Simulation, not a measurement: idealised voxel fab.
voxel double patterning: a process module
Cross-sectional view cut (width: 210 nm; square cell size: 5 nm).
When this document writes out a cross-section, it uses a grid of square cells and lists it as bands, beginning at the top and moving down, with a band standing for one or more rows of cells. Heights first: top, then bottom, in nm. Then materials, left to right, each with a width in nm. "throughout" on a single material: fills the band edge to edge. "air": empty space. Heights are reckoned from 0. Under this level, the received wafer is all of one material. The bottommost band is open-ended downward, for example "from 0 down". Top row gets the first number, bottom row gets the second, and each row in between changes by the same step: that is how a band width like "30->40" works. The designation "stayed the same", where it is given for a processing step, indicates that no cell of the cross-section was altered in the course of that step. Basically, "Unvented internal voids" tells you about the enclosed voids: empty spaces with no open way to the top, 8 cells or bigger, each written width x height at distance, where distance is from the left edge, all in nm. Step line, after settings: the simulator's comment on this step. You can add "overlay nm" to a step's line. For a step with a mask, it describes how far the mask lay to the right of its planned position, and a negative number describes a lay to the left.
-- Here's what the planned process steps look like
1: RECEIVE: material Si
2: CONFORMAL_DEP: material SiO2, thk nm 5
3: DIRECTIONAL_DEP: material polySi, thk nm 15
4: DIRECTIONAL_DEP: material SiCN, thk nm 5
5: PATTERN: tone open, mask id FIRST, material resist, width nm 15, pitch nm 50, thk nm 15, overlay nm 0
6: DIRECTIONAL_ETCH: etch materials SiCN, depth nm 5
7: STRIP: etch materials resist
8: PATTERN: tone open, mask id SECOND, material resist, width nm 15, pitch nm 50, thk nm 20, overlay nm 0
9: DIRECTIONAL_ETCH: etch materials SiCN, depth nm 5
10: STRIP: etch materials resist
11: DIRECTIONAL_ETCH: etch materials polySi, depth nm 15
12: STRIP: etch materials SiCN
-- Cross-section of the wafer as it came to us, i.e., already through step 1
  from 0 down | Si throughout
  Unvented internal voids: none
-- Cross-sectional image of the first of two wafers at the end of the module, the run having proceeded as planned
  from 20 to 5 | 45 of polySi  15 of air  10 of polySi  15 of air  10 of polySi  15 of air  10 of polySi  15 of air  10 of polySi  15 of air  50 of polySi
  from 5 to 0 | SiO2 throughout
  from 0 down | Si throughout
  Unvented internal voids: none
-- Wafer two cross-section, module end. Start and plan unchanged from wafer one; one mistake made during the run
  from 25 to 20 | 45 of SiCN  15 of air  10 of SiCN  15 of air  10 of SiCN  15 of air  10 of SiCN  15 of air  10 of SiCN  15 of air  50 of SiCN
  from 20 to 5 | 45 of polySi  15 of air  10 of polySi  15 of air  10 of polySi  15 of air  10 of polySi  15 of air  10 of polySi  15 of air  50 of polySi
  from 5 to 0 | SiO2 throughout
  from 0 down | Si throughout
  Unvented internal voids: none
The plan and the run diverged here: step 12 of the plan did not run at all; it was left out
Final wafer comparison in cells, second versus first, more or fewer per material: +27 SiCN
